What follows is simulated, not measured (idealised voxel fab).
Documented hereafter: the process module known as voxel fin reveal.
Square cells of 5 nm make up the cross-section cut, whose width is 160 nm.
A cross-section is a grid of square cells, given in bands from the top down. A band is one or more rows of cells.
Look at the band entry: it leads with the top's height and the bottom's height in nm. Then it lists the materials left to right, with a width in nm for each. The word "full width" on a single material says that material fills the band edge to edge. The word "blank" is empty space.
Measure heights from 0. That's the level where, below it, the as-received wafer is all one material. The lowest band is bottomless and extends downward; write it as in "0..down".
Note: "30..40" means the width goes from the first number (top row of the band) to the second number (bottom row) in equal steps per row of cells.
The cross-section has no changed cell in any step marked "no alteration".
Entry "Unvented internal voids". Content: empty spaces with no open connection to the top, size 8 cells or greater. Each: width x height at distance. Distance: from left edge. Unit: nm.
Post-settings text on a step line: simulator's own remark regarding the step.
A step line may carry the setting "overlay nm", which, for steps involving a mask, states the distance by which the mask lay to the right of its intended position; negative values denote displacement to the left.

Process steps - plan:
- 1: RECEIVE (material Si)
- 2: CONFORMAL_DEP (material SiN; thk nm 10)
- 3: PATTERN (tone cover; mask id FINS; material resist; width nm 15; pitch nm 40; thk nm 20; overlay nm 0)
- 4: DIRECTIONAL_ETCH (etch materials SiN; depth nm 10)
- 5: DIRECTIONAL_ETCH (etch materials Si; depth nm 30)
- 6: STRIP (etch materials resist)
- 7: OXIDIZE (depth nm 5)
- 8: FILL_DEP (material SiO2; thk nm 5)
- 9: CMP (height nm 10)
- 10: SELECTIVE_ETCH (etch materials SiO2; depth nm 25)
- 11: STRIP (etch materials SiN)
- 12: CONFORMAL_DEP (material HfO2; thk nm 5)

This is the cross-section of the wafer as we received it, i.e. after step 1:
- 0..down = Si full width
- Unvented internal voids: none

Result of the module, cross-sectioned: start per above, plan per above, one error in how it was run:
- 5..0 = 35 nm blank, 15 nm HfO2, 25 nm blank, 15 nm HfO2, 25 nm blank, 15 nm HfO2, 30 nm blank
- 0..-10 = 35 nm blank, 5 nm HfO2, 5 nm Si, 5 nm HfO2, 25 nm blank, 5 nm HfO2, 5 nm Si, 5 nm HfO2, 25 nm blank, 5 nm HfO2, 5 nm Si, 5 nm HfO2, 30 nm blank
- -10..-15 = 40 nm HfO2, 5 nm Si, 35 nm HfO2, 5 nm Si, 35 nm HfO2, 5 nm Si, 35 nm HfO2
- -15..-35 = 40 nm SiO2, 5 nm Si, 35 nm SiO2, 5 nm Si, 35 nm SiO2, 5 nm Si, 35 nm SiO2
- -35..down = Si full width
- Unvented internal voids: none
Want to know what went wrong? step 3 changed vs plan, executed as PATTERN (tone cover; mask id FINS; material resist; width nm 15; pitch nm 40; thk nm 20; overlay nm 5)
